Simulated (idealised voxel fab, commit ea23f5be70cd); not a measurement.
The following process module bears the name voxel self aligned contacts.
Each square cell in cross-section cut measures 5 nm, and the section as a whole is 265 nm wide.
Cross-section layout: square cells on a grid; listed as bands, top to bottom; a band spans one or more cell rows. Band entry format. Leading values: height of top, height of bottom, nm. Remainder: materials in left-to-right order, each with its width in nm. Special words: "throughout" on a single material, which then fills the band edge to edge; "empty", empty space. It should be noted that heights are counted from 0, beneath which the wafer as supplied is of one material throughout, and that the lowest band possesses no lower boundary but continues downward, as written in "from 0 down". So if you see something like "30 to 40" for the width, read it as the top row of the band sitting at the first number and the bottom row at the second, with every row in between moving by the same amount as the last. "remains unaltered" -> step changed no cross-section cell. Enclosed voids (no open way to top), threshold 8 cells or more, entry "Closed void register", notation width x height at distance, distance from left edge, nm. It should be noted that, on the line of a given step, the content following the step's settings is a remark produced by the simulator itself with respect to that step. Steps that use a mask can have "overlay nm" on their line. It says how far the mask sat to the right of where it was meant to be. Negative means to the left.

The following list gives the planned process steps
1: op RECEIVE | material Si
2: op CONFORMAL_DEP | material SiO2 | thk nm 5
3: op DIRECTIONAL_DEP | material polySi | thk nm 25
4: op DIRECTIONAL_DEP | material SiN | thk nm 20
5: op DIRECTIONAL_DEP | material aC | thk nm 10
6: op PATTERN | tone cover | mask id GATE | material resist | width nm 25 | pitch nm 70 | thk nm 30 | overlay nm 0
7: op DIRECTIONAL_ETCH | etch materials aC | depth nm 10
8: op STRIP | etch materials resist
9: op DIRECTIONAL_ETCH | etch materials SiN | depth nm 20
10: op DIRECTIONAL_ETCH | etch materials polySi | depth nm 25
11: op STRIP | etch materials aC
12: op CONFORMAL_DEP | material SiN | thk nm 10
13: op DIRECTIONAL_ETCH | etch materials SiN | depth nm 10
14: op FILL_DEP | material SiO2 | thk nm 15
15: op CMP | height nm 55
16: op DIRECTIONAL_DEP | material aC | thk nm 15
17: op PATTERN | tone open | mask id CONTACT | material resist | width nm 45 | thk nm 35 | overlay nm 0
18: op DIRECTIONAL_ETCH | etch materials aC | depth nm 15
19: op STRIP | etch materials resist
20: op DIRECTIONAL_ETCH | etch materials SiO2 | depth nm 55
21: op STRIP | etch materials aC
22: op CONFORMAL_DEP | material TiN | thk nm 5
23: op FILL_DEP | material Ru | thk nm 10
24: op CMP | height nm 55
25: op CONFORMAL_DEP | material SiN | thk nm 5
For this document, wafers share an identical start and vary in the step 17 width nm; the plan quotes the first wafer's value.

As-received cross-section, first of several wafers, post step 1
- from 0 down: Si throughout
- Closed void register: none

Depicted here is the first of several wafers in cross-section, at module completion following the last step, step 25
- from 60 to 55: SiN throughout
- from 55 to 50: SiO2=110 | TiN=15 | Ru=15 | TiN=15 | SiO2=110
- from 50 to 30: SiO2=75 | SiN=45 | TiN=5 | Ru=15 | TiN=5 | SiN=45 | SiO2=75
- from 30 to 5: SiO2=75 | SiN=10 | polySi=25 | SiN=10 | TiN=5 | Ru=15 | TiN=5 | SiN=10 | polySi=25 | SiN=10 | SiO2=75
- from 5 to 0: SiO2=120 | TiN=25 | SiO2=120
- from 0 down: Si throughout
- Closed void register: none

Showing the last wafer in cross-section at the end of the module
- from 60 to 55: SiN throughout
- from 55 to 50: SiO2=100 | TiN=25 | Ru=15 | TiN=30 | SiO2=95
- from 50 to 30: SiO2=75 | SiN=45 | TiN=5 | Ru=15 | TiN=5 | SiN=45 | SiO2=75
- from 30 to 5: SiO2=75 | SiN=10 | polySi=25 | SiN=10 | TiN=5 | Ru=15 | TiN=5 | SiN=10 | polySi=25 | SiN=10 | SiO2=75
- from 5 to 0: SiO2=120 | TiN=25 | SiO2=120
- from 0 down: Si throughout
- Closed void register: none

Take any row and you have a wafer at the end of the module: how many cells of each material it has gained (+) or lost (-) since it was received, and then its closed voids
width nm 45; +30 Ru; +165 SiN; +362 SiO2; +29 TiN; +50 polySi; Closed void register: none
width nm 50; +30 Ru; +165 SiN; +361 SiO2; +30 TiN; +50 polySi; Closed void register: none
width nm 55; +30 Ru; +165 SiN; +360 SiO2; +31 TiN; +50 polySi; Closed void register: none
width nm 60; +30 Ru; +165 SiN; +359 SiO2; +32 TiN; +50 polySi; Closed void register: none
width nm 65; +30 Ru; +165 SiN; +358 SiO2; +33 TiN; +50 polySi; Closed void register: none
width nm 70; +30 Ru; +165 SiN; +357 SiO2; +34 TiN; +50 polySi; Closed void register: none
